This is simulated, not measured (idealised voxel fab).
This is a process module. Its name is voxel self aligned vias.
Cross-section cut spans 285 nm and uses square cells 5 nm in size.
Reading order for cross-sections: top band down to bottom band. Underlying form: a grid of square cells. Band size: one or more rows of cells.
Per band: top height and bottom height in nm, followed by the left-to-right materials and their widths in nm; "full width" marks a single material spanning edge to edge, "empty" marks empty space.
Beneath 0, the wafer as received is one material, and that level is where height counting begins. The lowest band goes on downward without a bottom; it is written like "0 nm and below".
The expression "30 to 40" gives the width at the extremes of the band, the first number at its top row of cells and the second at its bottom row, with the width changing by equal amounts from each row to the next in between.
Reading "remained the same" for a step: not a cell of the cross-section changed in it.
Empty spaces counting at least 8 cells and having no open way to the top are listed in "Closed empty spaces". The notation width x height at distance is used for each, the distance being from the left edge and all three values in nm.
On each step's line, the part that comes after the settings is the simulator's own comment on the step.
If you see "overlay nm" on a step's line and that step has a mask, it's telling you how far right of where it was planned the mask ended up; a negative number means it went left instead.
-- The planned process steps are enumerated hereunder
- 1: RECEIVE with material Si
- 2: CONFORMAL_DEP with material SiO2, thk nm 10
- 3: CONFORMAL_DEP with material SiCN, thk nm 5
- 4: DIRECTIONAL_DEP with material lowk, thk nm 25
- 5: PATTERN with tone open, mask id LINES, material resist, width nm 25, pitch nm 70, thk nm 15, overlay nm -15
- 6: DIRECTIONAL_ETCH with etch materials lowk, depth nm 25
- 7: STRIP with etch materials resist
- 8: CONFORMAL_DEP with material TiN, thk nm 5
- 9: FILL_DEP with material Ru, thk nm 10
- 10: CMP with height nm 40
- 11: SELECTIVE_ETCH with etch materials W Ru TiN, depth nm 5
- 12: FILL_DEP with material SiN, thk nm 10
- 13: CMP with height nm 40
- 14: DIRECTIONAL_DEP with material lowk, thk nm 20
- 15: DIRECTIONAL_DEP with material aC, thk nm 15
- 16: PATTERN with tone open, mask id VIAS, material resist, width nm 45, pitch nm 70, thk nm 30, overlay nm 0
- 17: DIRECTIONAL_ETCH with etch materials aC, depth nm 15
- 18: STRIP with etch materials resist
- 19: DIRECTIONAL_ETCH with etch materials lowk, depth nm 20
- 20: DIRECTIONAL_ETCH with etch materials SiN, depth nm 5
- 21: STRIP with etch materials aC
- 22: CONFORMAL_DEP with material TiN, thk nm 5
- 23: FILL_DEP with material Cu, thk nm 10
- 24: CMP with height nm 60
- 25: CONFORMAL_DEP with material SiCN, thk nm 5
Heads up: all these wafers start the same, and what changes between them is the overlay nm in step 5. The value you see in the plan is just what the first wafer got.
-- As received, i.e. after step 1: cross-section through the first of several wafers
- 0 nm and below = Si full width
- Closed empty spaces: none
-- Row per wafer, end-of-module: cell gain (+)/loss (-) by material since the wafer came in, then closed voids
overlay nm -15; +46 Cu; +18 Ru; +114 SiCN; +2 SiN; +114 SiO2; +56 TiN; +391 lowk; Closed empty spaces: none
overlay nm -10; +48 Cu; +18 Ru; +114 SiCN; +114 SiO2; +56 TiN; +391 lowk; Closed empty spaces: none
overlay nm -5; +48 Cu; +18 Ru; +114 SiCN; +114 SiO2; +56 TiN; +391 lowk; Closed empty spaces: none
overlay nm 0; +48 Cu; +18 Ru; +114 SiCN; +114 SiO2; +56 TiN; +391 lowk; Closed empty spaces: none
overlay nm 5; +48 Cu; +18 Ru; +114 SiCN; +114 SiO2; +56 TiN; +391 lowk; Closed empty spaces: none
overlay nm 10; +48 Cu; +18 Ru; +114 SiCN; +114 SiO2; +56 TiN; +391 lowk; Closed empty spaces: none
overlay nm 15; +46 Cu; +18 Ru; +114 SiCN; +2 SiN; +114 SiO2; +56 TiN; +391 lowk; Closed empty spaces: none
